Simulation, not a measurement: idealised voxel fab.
The document below concerns the process module designated voxel wiring stack.
cross-section cut | 260 nm wide | cells 5 nm
This document writes a cross-section as a grid whose cells are square, and gives it as bands, listed from the top down; one or more rows of cells form a band.
First you get the band's top height and its bottom height, in nm, and then the materials it's made of, left to right, with each width in nm. If you see a single material with "edge to edge", that one covers the band edge to edge. "blank" is empty space.
Heights are expressed relative to 0, this being the level below which the as-received wafer comprises one material exclusively. The lowest band is unbounded in the downward direction and is denoted as in "z 0 and below".
Read "30->40" as a graded width: first number on top, second number at the bottom, same change between each pair of neighbouring rows.
For the purposes of this document, the phrase "no modification" attached to a step denotes that no cell within the cross-section was modified by that step.
Each empty space that has no open way to the top and spans at least 8 cells appears under "Enclosed internal cavities" as width x height at distance, the distance counted from the left edge, all in nm.
It should be noted that, on the line of a given step, the content following the step's settings is a remark produced by the simulator itself with respect to that step.
overlay nm: for a step with a mask, the amount by which the mask lay right of where it was planned; a negative amount means left of it.
[Listed below are the process steps as planned]
1: RECEIVE | material Si
2: CONFORMAL_DEP | material SiO2 | thk nm 10
3: DIRECTIONAL_DEP | material TiN | thk nm 5
4: DIRECTIONAL_DEP | material W | thk nm 25
5: MASKED_ETCH | tone cover | mask id METAL_1 | width nm 20 | pitch nm 50 | etch materials W | depth nm 25 | overlay nm 0
6: MASKED_ETCH | tone cover | mask id METAL_1 | width nm 20 | pitch nm 50 | etch materials TiN | depth nm 5 | overlay nm 0
7: CONFORMAL_DEP | material SiN | thk nm 5
8: FILL_DEP | material lowk | thk nm 10
9: CMP | height nm 40
10: CONFORMAL_DEP | material SiCN | thk nm 5
11: DIRECTIONAL_DEP | material lowk | thk nm 15
12: MASKED_ETCH | tone open | mask id PLUG_1 | width nm 15 | pitch nm 100 | etch materials lowk | depth nm 15 | overlay nm -15
13: MASKED_ETCH | tone open | mask id PLUG_1 | width nm 15 | pitch nm 100 | etch materials SiCN | depth nm 5 | overlay nm 0
14: CONFORMAL_DEP | material TiN | thk nm 5
15: FILL_DEP | material Cu | thk nm 5
16: CMP | height nm 60
17: CONFORMAL_DEP | material SiCN | thk nm 5
18: DIRECTIONAL_DEP | material SiO2 | thk nm 25
19: DIRECTIONAL_DEP | material aC | thk nm 15
20: PATTERN | tone open | mask id METAL_2 | material resist | width nm 20 | pitch nm 50 | thk nm 30 | overlay nm 0
21: DIRECTIONAL_ETCH | etch materials aC | depth nm 15
22: STRIP | etch materials resist
23: DIRECTIONAL_ETCH | etch materials SiO2 | depth nm 25
24: DIRECTIONAL_ETCH | etch materials SiCN | depth nm 5
25: STRIP | etch materials aC
26: CONFORMAL_DEP | material TiN | thk nm 5
27: FILL_DEP | material Ru | thk nm 10
28: CMP | height nm 90
29: CONFORMAL_DEP | material SiCN | thk nm 5
30: DIRECTIONAL_DEP | material SiO2 | thk nm 20
31: MASKED_ETCH | tone open | mask id PLUG_2 | width nm 15 | pitch nm 50 | etch materials SiO2 | depth nm 20 | overlay nm 0
32: MASKED_ETCH | tone open | mask id PLUG_2 | width nm 15 | pitch nm 50 | etch materials SiCN | depth nm 5 | overlay nm 0
33: CONFORMAL_DEP | material TiN | thk nm 5
34: FILL_DEP | material W | thk nm 5
35: CMP | height nm 115
36: CONFORMAL_DEP | material SiCN | thk nm 5
37: DIRECTIONAL_DEP | material SiO2 | thk nm 20
38: PATTERN | tone open | mask id METAL_3 | material resist | width nm 20 | pitch nm 50 | thk nm 15 | overlay nm 0
39: DIRECTIONAL_ETCH | etch materials SiO2 | depth nm 20
40: DIRECTIONAL_ETCH | etch materials SiCN | depth nm 5
41: STRIP | etch materials resist
42: CONFORMAL_DEP | material TiN | thk nm 5
43: FILL_DEP | material Ru | thk nm 5
44: CMP | height nm 140
45: EPI | material Ru | thk nm 5
46: FILL_DEP | material SiCN | thk nm 5
The value of overlay nm given for step 12 in the plan refers to the first wafer; the wafers vary in this setting and are alike at the start.
[Step 1 complete: as-received cross-section of the first of several wafers]
- z 0 and below: Si edge to edge
- Enclosed internal cavities: none
[Here is the cross-section of the first of several wafers at the end of the module, after its last step, step 46]
- z 150 to 145: SiCN edge to edge
- z 145 to 140: SiCN (65) | Ru (30) | SiCN (20) | Ru (30) | SiCN (20) | Ru (30) | SiCN (65)
- z 140 to 120: SiO2 (70) | TiN (5) | Ru (10) | TiN (5) | SiO2 (30) | TiN (5) | Ru (10) | TiN (5) | SiO2 (30) | TiN (5) | Ru (10) | TiN (5) | SiO2 (70)
- z 120 to 115: SiCN (70) | TiN (20) | SiCN (30) | TiN (20) | SiCN (30) | TiN (20) | SiCN (70)
- z 115 to 95: SiO2 (70) | TiN (5) | W (5) | TiN (5) | SiO2 (35) | TiN (5) | W (5) | TiN (5) | SiO2 (35) | TiN (5) | W (5) | TiN (5) | SiO2 (75)
- z 95 to 90: SiCN (70) | TiN (15) | SiCN (35) | TiN (15) | SiCN (35) | TiN (15) | SiCN (75)
- z 90 to 65: SiO2 (70) | TiN (5) | Ru (10) | TiN (5) | SiO2 (30) | TiN (5) | Ru (10) | TiN (5) | SiO2 (30) | TiN (5) | Ru (10) | TiN (5) | SiO2 (70)
- z 65 to 60: SiCN (70) | TiN (20) | SiCN (30) | TiN (20) | SiCN (30) | TiN (20) | SiCN (70)
- z 60 to 50: lowk (55) | TiN (5) | Cu (5) | TiN (5) | lowk (85) | TiN (5) | Cu (5) | TiN (5) | lowk (90)
- z 50 to 45: lowk (55) | TiN (15) | lowk (85) | TiN (15) | lowk (90)
- z 45 to 40: SiCN edge to edge
- z 40 to 15: lowk (65) | SiN (5) | W (20) | SiN (5) | lowk (20) | SiN (5) | W (20) | SiN (5) | lowk (20) | SiN (5) | W (20) | SiN (5) | lowk (65)
- z 15 to 10: SiN (70) | TiN (20) | SiN (30) | TiN (20) | SiN (30) | TiN (20) | SiN (70)
- z 10 to 0: SiO2 edge to edge
- z 0 and below: Si edge to edge
- Enclosed internal cavities: none
[Cross-section, last wafer, module completion]
- z 150 to 145: SiCN edge to edge
- z 145 to 140: SiCN (65) | Ru (30) | SiCN (20) | Ru (30) | SiCN (20) | Ru (30) | SiCN (65)
- z 140 to 120: SiO2 (70) | TiN (5) | Ru (10) | TiN (5) | SiO2 (30) | TiN (5) | Ru (10) | TiN (5) | SiO2 (30) | TiN (5) | Ru (10) | TiN (5) | SiO2 (70)
- z 120 to 115: SiCN (70) | TiN (20) | SiCN (30) | TiN (20) | SiCN (30) | TiN (20) | SiCN (70)
- z 115 to 95: SiO2 (70) | TiN (5) | W (5) | TiN (5) | SiO2 (35) | TiN (5) | W (5) | TiN (5) | SiO2 (35) | TiN (5) | W (5) | TiN (5) | SiO2 (75)
- z 95 to 90: SiCN (70) | TiN (15) | SiCN (35) | TiN (15) | SiCN (35) | TiN (15) | SiCN (75)
- z 90 to 65: SiO2 (70) | TiN (5) | Ru (10) | TiN (5) | SiO2 (30) | TiN (5) | Ru (10) | TiN (5) | SiO2 (30) | TiN (5) | Ru (10) | TiN (5) | SiO2 (70)
- z 65 to 60: SiCN (70) | TiN (20) | SiCN (30) | TiN (20) | SiCN (30) | TiN (20) | SiCN (70)
- z 60 to 50: lowk (85) | TiN (5) | Cu (5) | TiN (5) | lowk (85) | TiN (5) | Cu (5) | TiN (5) | lowk (60)
- z 50 to 45: lowk (85) | TiN (15) | lowk (85) | TiN (15) | lowk (60)
- z 45 to 40: SiCN edge to edge
- z 40 to 15: lowk (65) | SiN (5) | W (20) | SiN (5) | lowk (20) | SiN (5) | W (20) | SiN (5) | lowk (20) | SiN (5) | W (20) | SiN (5) | lowk (65)
- z 15 to 10: SiN (70) | TiN (20) | SiN (30) | TiN (20) | SiN (30) | TiN (20) | SiN (70)
- z 10 to 0: SiO2 edge to edge
- z 0 and below: Si edge to edge
- Enclosed internal cavities: none
[Each row below is a wafer at the end of the module, listing for every material the number of cells it has gained (+) or lost (-) since it was received, followed by its closed voids]
overlay nm -15 | +4 Cu | +72 Ru | +261 SiCN | +70 SiN | +636 SiO2 | +137 TiN | +72 W | +308 lowk | Enclosed internal cavities: none
overlay nm -10 | +4 Cu | +72 Ru | +259 SiCN | +70 SiN | +636 SiO2 | +139 TiN | +72 W | +308 lowk | Enclosed internal cavities: none
overlay nm -5 | +4 Cu | +72 Ru | +257 SiCN | +70 SiN | +636 SiO2 | +141 TiN | +72 W | +308 lowk | Enclosed internal cavities: none
overlay nm 0 | +6 Cu | +72 Ru | +255 SiCN | +70 SiN | +636 SiO2 | +141 TiN | +72 W | +308 lowk | Enclosed internal cavities: none
overlay nm 5 | +4 Cu | +72 Ru | +257 SiCN | +70 SiN | +636 SiO2 | +141 TiN | +72 W | +308 lowk | Enclosed internal cavities: none
overlay nm 10 | +4 Cu | +72 Ru | +259 SiCN | +70 SiN | +636 SiO2 | +139 TiN | +72 W | +308 lowk | Enclosed internal cavities: none
overlay nm 15 | +4 Cu | +72 Ru | +261 SiCN | +70 SiN | +636 SiO2 | +137 TiN | +72 W | +308 lowk | Enclosed internal cavities: none
